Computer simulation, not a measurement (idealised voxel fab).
This is a process module. Its name is voxel capacitor over wiring.
FYI the section here is cut, 280 nm wide, cells are 5 nm squares.
How to read a cross-section here: the picture is a grid of square cells, written as bands going from the top down, and any band can span one or more rows of cells. Quick guide to a band line: top height, bottom height (nm) up front; then every material left to right with its width in nm. Only one material and it's marked "full width"? Then it fills the band edge to edge. And "air" just means empty space. Below 0: as-received wafer, all one material; heights counted from there. Lowest band: no bottom, goes on down, written "0 down". Per-row width for "30..40": begins at first number (top row of band), ends at second number (bottom row), increment between rows held constant. "remained the same" -> step changed no cross-section cell. What "Enclosed empty spaces" gives you is every empty space of 8 cells or more that is cut off from the top. Each appears as width x height at distance, with the distance taken from the left edge and width, height and distance all in nm. Past the settings on a step's line: simulator remark, on that step. overlay nm: for a step with a mask, the amount by which the mask lay right of where it was planned; a negative amount means left of it.

**The planned process steps are enumerated hereunder**
| 1 | op RECEIVE | material Si |
| 2 | op CONFORMAL_DEP | material SiO2 | thk nm 10 |
| 3 | op DIRECTIONAL_DEP | material TiN | thk nm 5 |
| 4 | op DIRECTIONAL_DEP | material W | thk nm 20 |
| 5 | op MASKED_ETCH | tone cover | mask id METAL_1 | width nm 25 | pitch nm 85 | etch materials W | depth nm 20 | overlay nm 0 |
| 6 | op MASKED_ETCH | tone cover | mask id METAL_1 | width nm 25 | pitch nm 85 | etch materials TiN | depth nm 5 | overlay nm -15 |
| 7 | op CONFORMAL_DEP | material SiN | thk nm 5 |
| 8 | op FILL_DEP | material lowk | thk nm 5 |
| 9 | op CMP | height nm 35 |
| 10 | op CONFORMAL_DEP | material SiCN | thk nm 5 |
| 11 | op DIRECTIONAL_DEP | material SiO2 | thk nm 15 |
| 12 | op PATTERN | tone open | mask id PLUG_1 | material resist | width nm 15 | thk nm 15 | overlay nm 0 |
| 13 | op DIRECTIONAL_ETCH | etch materials SiO2 | depth nm 15 |
| 14 | op DIRECTIONAL_ETCH | etch materials SiCN | depth nm 5 |
| 15 | op STRIP | etch materials resist |
| 16 | op EPI | material Ru | thk nm 10 |
| 17 | op EPI | material Ru | thk nm 10 |
| 18 | op DIRECTIONAL_DEP | material TiN | thk nm 10 |
| 19 | op DIRECTIONAL_DEP | material HfO2 | thk nm 5 |
| 20 | op DIRECTIONAL_DEP | material TiN | thk nm 5 |
| 21 | op DIRECTIONAL_DEP | material aC | thk nm 15 |
| 22 | op PATTERN | tone cover | mask id UPPER_PLATE | material resist | width nm 65 | thk nm 30 | overlay nm 0 |
| 23 | op DIRECTIONAL_ETCH | etch materials aC | depth nm 15 |
| 24 | op STRIP | etch materials resist |
| 25 | op DIRECTIONAL_ETCH | etch materials TiN | depth nm 5 |
| 26 | op DIRECTIONAL_ETCH | etch materials HfO2 | depth nm 5 |
| 27 | op STRIP | etch materials aC |
| 28 | op DIRECTIONAL_DEP | material aC | thk nm 15 |
| 29 | op PATTERN | tone cover | mask id LOWER_PLATE | material resist | width nm 75 | thk nm 35 | overlay nm 0 |
| 30 | op DIRECTIONAL_ETCH | etch materials aC | depth nm 15 |
| 31 | op STRIP | etch materials resist |
| 32 | op DIRECTIONAL_ETCH | etch materials TiN | depth nm 10 |
| 33 | op STRIP | etch materials aC |
| 34 | op FILL_DEP | material SiO2 | thk nm 15 |
| 35 | op CMP | height nm 85 |
| 36 | op DIRECTIONAL_DEP | material aC | thk nm 15 |
| 37 | op PATTERN | tone open | mask id PLUG_2 | material resist | width nm 15 | thk nm 35 | overlay nm 0 |
| 38 | op DIRECTIONAL_ETCH | etch materials aC | depth nm 15 |
| 39 | op STRIP | etch materials resist |
| 40 | op DIRECTIONAL_ETCH | etch materials SiO2 | depth nm 10 |
| 41 | op STRIP | etch materials aC |
| 42 | op CONFORMAL_DEP | material TiN | thk nm 5 |
| 43 | op FILL_DEP | material Cu | thk nm 5 |
| 44 | op CMP | height nm 85 |
| 45 | op CONFORMAL_DEP | material SiCN | thk nm 5 |
The plan's step 6 overlay nm is the first wafer's value; the wafers differ in this setting and start identical.

**first wafer as received, after step 1**
> 0 down  Si full width
> Enclosed empty spaces: none

**Every row in this table is a wafer at the end of the module, and it gives, for each of the materials, the cells that wafer has gained (+) or lost (-) since it was received, then its closed voids**
overlay nm -15 | +1 Cu | +13 HfO2 | +12 Ru | +109 SiCN | +62 SiN | +545 SiO2 | +64 TiN | +40 W | +162 lowk | Enclosed empty spaces: none
overlay nm -10 | +1 Cu | +13 HfO2 | +12 Ru | +109 SiCN | +62 SiN | +545 SiO2 | +62 TiN | +40 W | +164 lowk | Enclosed empty spaces: none
overlay nm -5 | +1 Cu | +13 HfO2 | +12 Ru | +109 SiCN | +62 SiN | +545 SiO2 | +60 TiN | +40 W | +166 lowk | Enclosed empty spaces: none
overlay nm 0 | +1 Cu | +13 HfO2 | +12 Ru | +109 SiCN | +62 SiN | +545 SiO2 | +58 TiN | +40 W | +168 lowk | Enclosed empty spaces: none
overlay nm 5 | +1 Cu | +13 HfO2 | +12 Ru | +109 SiCN | +62 SiN | +545 SiO2 | +60 TiN | +40 W | +166 lowk | Enclosed empty spaces: none
overlay nm 10 | +1 Cu | +13 HfO2 | +12 Ru | +109 SiCN | +62 SiN | +545 SiO2 | +62 TiN | +40 W | +164 lowk | Enclosed empty spaces: none
overlay nm 15 | +1 Cu | +13 HfO2 | +12 Ru | +109 SiCN | +62 SiN | +545 SiO2 | +64 TiN | +40 W | +162 lowk | Enclosed empty spaces: none
